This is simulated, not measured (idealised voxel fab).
The process module that follows is named voxel plated lines.
In the cross-section labelled cut, the width is 140 nm and each square cell is 5 nm.
In what follows, cross-sections appear as grids of square cells, described through bands that run from the top down, where every band is one or more rows of cells.
Top height, bottom height, nm. Materials left to right, width each, nm. Single material + "everywhere" = fills band edge to edge. "blank" = empty.
Ref level 0: as-received wafer is one material below here. Bottom band extends down with no lower bound ("z 0 and below").
Read "30 to 40" as a graded width: first number on top, second number at the bottom, same change between each pair of neighbouring rows.
It should be understood that the words "stayed the same", when stated for a given step, signify that the cross-section underwent no change in any of its cells during that step.
Each empty space that has no open way to the top and spans at least 8 cells appears under "Enclosed void listing" as width x height at distance, the distance counted from the left edge, all in nm.
Step line, after settings: the simulator's comment on this step.
Each step line may optionally specify "overlay nm", which for a step with a mask gives the rightward distance between the mask's planned place and where it lay, a negative value indicating the leftward direction.

[Planned step list for the process]
1,RECEIVE | material Si
2,CONFORMAL_DEP | material SiN | thk nm 5
3,DIRECTIONAL_DEP | material TiN | thk nm 5
4,PATTERN | tone open | mask id LINES | material resist | width nm 20 | pitch nm 45 | thk nm 20 | overlay nm 0
5,EPI | material Ru | thk nm 10
6,STRIP | etch materials resist
7,DIRECTIONAL_ETCH | etch materials TiN | depth nm 5
8,CONFORMAL_DEP | material SiCN | thk nm 10

[What follows covers the first of two wafers; it ran as planned]

[Cross-section of the wafer at receipt, which is the condition after step 1]
* z 0 and below | Si everywhere
* Enclosed void listing: none

[Wafer xsec, post step 2]
* z 5 to 0 | SiN everywhere
* Under the height 0 nothing was changed.

[Wafer xsec, post step 3]
* z 10 to 5 | TiN everywhere
* Under the height 5 nothing was changed.

[Wafer xsec, post step 4]
* z 30 to 10 | resist: 15  blank: 20  resist: 25  blank: 20  resist: 25  blank: 20  resist: 15
* Under the height 10 nothing was changed.

[Wafer xsec, post step 5]
* z 30 to 20 | resist: 15  blank: 20  resist: 25  blank: 20  resist: 25  blank: 20  resist: 15
* z 20 to 10 | resist: 15  Ru: 20  resist: 25  Ru: 20  resist: 25  Ru: 20  resist: 15
* Under the height 10 nothing was changed.

[Wafer xsec, post step 6]
* z 20 to 10 | blank: 15  Ru: 20  blank: 25  Ru: 20  blank: 25  Ru: 20  blank: 15
* Under the height 10 nothing was changed.

[Wafer xsec, post step 7]
* z 20 to 10 | blank: 15  Ru: 20  blank: 25  Ru: 20  blank: 25  Ru: 20  blank: 15
* z 10 to 5 | blank: 15  TiN: 20  blank: 25  TiN: 20  blank: 25  TiN: 20  blank: 15
* Under the height 5 nothing was changed.

[Wafer xsec, post step 8]
* z 30 to 20 | blank: 5  SiCN: 40  blank: 5  SiCN: 40  blank: 5  SiCN: 40  blank: 5
* z 20 to 15 | blank: 5  SiCN: 10  Ru: 20  SiCN: 10  blank: 5  SiCN: 10  Ru: 20  SiCN: 10  blank: 5  SiCN: 10  Ru: 20  SiCN: 10  blank: 5
* z 15 to 10 | SiCN: 15  Ru: 20  SiCN: 25  Ru: 20  SiCN: 25  Ru: 20  SiCN: 15
* z 10 to 5 | SiCN: 15  TiN: 20  SiCN: 25  TiN: 20  SiCN: 25  TiN: 20  SiCN: 15
* Under the height 5 nothing was changed.

[Notes, second wafer: start = first wafer's, plan = first wafer's, execution had one mistake; history identical to first through step 1]

[At the planned end of step 2, the second wafer in cross-section]
* z 5 to 0 | TiN everywhere
* Under the height 0 nothing was changed.

[At the planned end of step 3, the second wafer in cross-section]
* z 10 to 5 | SiN everywhere
* Under the height 5 nothing was changed.

[At the planned end of step 4, the second wafer in cross-section]
* z 30 to 10 | resist: 15  blank: 20  resist: 25  blank: 20  resist: 25  blank: 20  resist: 15
* Under the height 10 nothing was changed.

At the planned end of step 5, the second wafer in cross-section: stayed the same

[At the planned end of step 6, the second wafer in cross-section]
* z 10 to 5 | SiN everywhere
* Under the height 5 nothing was changed.

At the planned end of step 7, the second wafer in cross-section: stayed the same

[At the planned end of step 8, the second wafer in cross-section]
* z 20 to 10 | SiCN everywhere
* Under the height 10 nothing was changed.
Here's what went sideways: sequence error: steps 2 and 3 interchanged
Counted in cells at the end, the second wafer holds more or fewer of these materials than the first: -24 Ru | -36 SiCN | +16 TiN
